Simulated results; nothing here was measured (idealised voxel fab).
Name of the process module below: voxel self aligned vias
The cross-section on display is named cut; it measures 190 nm wide, and its cells are 5 nm squares.
Notation: cross-section as square-cell grid; stated in bands, top first, going down; one or more cell rows per band. Quick guide to a band line: top height, bottom height (nm) up front; then every material left to right with its width in nm. Only one material and it's marked "everywhere"? Then it fills the band edge to edge. And "empty" just means empty space. We count height from 0. Below that, the starting wafer is all one material. The lowest band never ends at the bottom but goes on down; see "0..down" for how that is written. Note: "30 to 40" means the width goes from the first number (top row of the band) to the second number (bottom row) in equal steps per row of cells. "left unchanged" (step): cross-section cells unchanged, all of them. Closed-off voids of 8+ cells (no open route to the top) go in "Enclosed internal voids", written width x height at distance from the left edge, in nm. Post-settings text on a step line: simulator's own remark regarding the step. The line of a step may include "overlay nm". On a step with a mask, this value is how far to the right of its planned place the mask lay. A negative value means the mask lay to the left. Read the rest as pairs. Take the cross-section before one process step, then the cross-section after it, which shows only down to the lowest band that changed. Under the pair, find the step between them and its settings. Bear in mind that pairs may come from different runs of this module on the same starting wafer: link a pair to the pair above it only where its entry headed "Preceding state" says to.

PRECEDING STATE
* 45..20  35 of Ru, 5 of TiN, 30 of lowk, 5 of TiN, 40 of Ru, 5 of TiN, 30 of lowk, 5 of TiN, 35 of Ru
* 20..15  40 of TiN, 30 of lowk, 50 of TiN, 30 of lowk, 40 of TiN
* 15..10  SiCN everywhere
* 10..0  SiO2 everywhere
* 0..down  Si everywhere
* Enclosed internal voids: none

AS PROCESSED
* 45..35  40 of empty, 30 of lowk, 50 of empty, 30 of lowk, 40 of empty
* Unchanged below 35.
* Enclosed internal voids: none
Relating the two cross-sections above, the step in between is SELECTIVE_ETCH, etch materials W Ru TiN, depth nm 10

Preceding state: refer to the pair immediately above; the cross-section shown after its step is the state before this one.

AS PROCESSED
* 50..45  SiN everywhere
* 45..35  40 of SiN, 30 of lowk, 50 of SiN, 30 of lowk, 40 of SiN
* Unchanged below 35.
* Enclosed internal voids: none
Relating the two cross-sections above, the step in between is FILL_DEP, material SiN, thk nm 5

Preceding state: refer to the pair immediately above; the cross-section shown after its step is the state before this one.

AS PROCESSED
* 45..35  40 of SiN, 30 of lowk, 50 of SiN, 30 of lowk, 40 of SiN
* Unchanged below 35.
* Enclosed internal voids: none
Relating the two cross-sections above, the step in between is CMP, height nm 45

Preceding state: refer to the pair immediately above; the cross-section shown after its step is the state before this one.

AS PROCESSED
* 65..45  lowk everywhere
* Unchanged below 45.
* Enclosed internal voids: none
Relating the two cross-sections above, the step in between is DIRECTIONAL_DEP, material lowk, thk nm 20

Preceding state: refer to the pair immediately above; the cross-section shown after its step is the state before this one.

AS PROCESSED
* 75..65  aC everywhere
* Unchanged below 65.
* Enclosed internal voids: none
Relating the two cross-sections above, the step in between is DIRECTIONAL_DEP, material aC, thk nm 10

Preceding state: refer to the pair immediately above; the cross-section shown after its step is the state before this one.

AS PROCESSED
* 100..75  30 of resist, 50 of empty, 30 of resist, 50 of empty, 30 of resist
* Unchanged below 75.
* Enclosed internal voids: none
Relating the two cross-sections above, the step in between is PATTERN, tone open, mask id VIAS, material resist, width nm 50, pitch nm 80, thk nm 25, overlay nm 0

Preceding state: refer to the pair immediately above; the cross-section shown after its step is the state before this one.

AS PROCESSED
* 90..75  30 of resist, 50 of empty, 30 of resist, 50 of empty, 30 of resist
* 75..65  30 of aC, 50 of empty, 30 of aC, 50 of empty, 30 of aC
* Unchanged below 65.
* Enclosed internal voids: none
Relating the two cross-sections above, the step in between is DIRECTIONAL_ETCH, etch materials aC, depth nm 10

Preceding state: refer to the pair immediately above; the cross-section shown after its step is the state before this one.

AS PROCESSED
* 75..65  30 of aC, 50 of empty, 30 of aC, 50 of empty, 30 of aC
* Unchanged below 65.
* Enclosed internal voids: none
Relating the two cross-sections above, the step in between is STRIP, etch materials resist

Preceding state: refer to the pair immediately above; the cross-section shown after its step is the state before this one.

AS PROCESSED
* 75..65  30 of aC, 50 of empty, 30 of aC, 50 of empty, 30 of aC
* 65..45  30 of lowk, 50 of empty, 30 of lowk, 50 of empty, 30 of lowk
* Unchanged below 45.
* Enclosed internal voids: none
Relating the two cross-sections above, the step in between is DIRECTIONAL_ETCH, etch materials lowk, depth nm 20

Preceding state: refer to the pair immediately above; the cross-section shown after its step is the state before this one.

AS PROCESSED
* 75..65  30 of aC, 50 of empty, 30 of aC, 50 of empty, 30 of aC
* 65..45  30 of lowk, 50 of empty, 30 of lowk, 50 of empty, 30 of lowk
* 45..35  30 of SiN, 10 of empty, 30 of lowk, 10 of empty, 30 of SiN, 10 of empty, 30 of lowk, 10 of empty, 30 of SiN
* Unchanged below 35.
* Enclosed internal voids: none
Relating the two cross-sections above, the step in between is DIRECTIONAL_ETCH, etch materials SiN, depth nm 10

Preceding state: refer to the pair immediately above; the cross-section shown after its step is the state before this one.

AS PROCESSED
* 65..45  30 of lowk, 50 of empty, 30 of lowk, 50 of empty, 30 of lowk
* Unchanged below 45.
* Enclosed internal voids: none
Relating the two cross-sections above, the step in between is STRIP, etch materials aC

Preceding state: refer to the pair immediately above; the cross-section shown after its step is the state before this one.

AS PROCESSED
* 70..65  35 of TiN, 40 of empty, 40 of TiN, 40 of empty, 35 of TiN
* 65..50  30 of lowk, 5 of TiN, 40 of empty, 5 of TiN, 30 of lowk, 5 of TiN, 40 of empty, 5 of TiN, 30 of lowk
* 50..45  30 of lowk, 50 of TiN, 30 of lowk, 50 of TiN, 30 of lowk
* 45..35  30 of SiN, 10 of TiN, 30 of lowk, 10 of TiN, 30 of SiN, 10 of TiN, 30 of lowk, 10 of TiN, 30 of SiN
* Unchanged below 35.
* Enclosed internal voids: none
Relating the two cross-sections above, the step in between is CONFORMAL_DEP, material TiN, thk nm 5

Preceding state: refer to the pair immediately above; the cross-section shown after its step is the state before this one.

AS PROCESSED
* 75..70  W everywhere
* 70..65  35 of TiN, 40 of W, 40 of TiN, 40 of W, 35 of TiN
* 65..50  30 of lowk, 5 of TiN, 40 of W, 5 of TiN, 30 of lowk, 5 of TiN, 40 of W, 5 of TiN, 30 of lowk
* Unchanged below 50.
* Enclosed internal voids: none
Relating the two cross-sections above, the step in between is FILL_DEP, material W, thk nm 5

Preceding state: refer to the pair immediately above; the cross-section shown after its step is the state before this one.

AS PROCESSED
* 65..50  30 of lowk, 5 of TiN, 40 of W, 5 of TiN, 30 of lowk, 5 of TiN, 40 of W, 5 of TiN, 30 of lowk
* Unchanged below 50.
* Enclosed internal voids: none
Relating the two cross-sections above, the step in between is CMP, height nm 65

Preceding state: refer to the pair immediately above; the cross-section shown after its step is the state before this one.

AS PROCESSED
* 70..65  SiCN everywhere
* Unchanged below 65.
* Enclosed internal voids: none
Relating the two cross-sections above, the step in between is CONFORMAL_DEP, material SiCN, thk nm 5
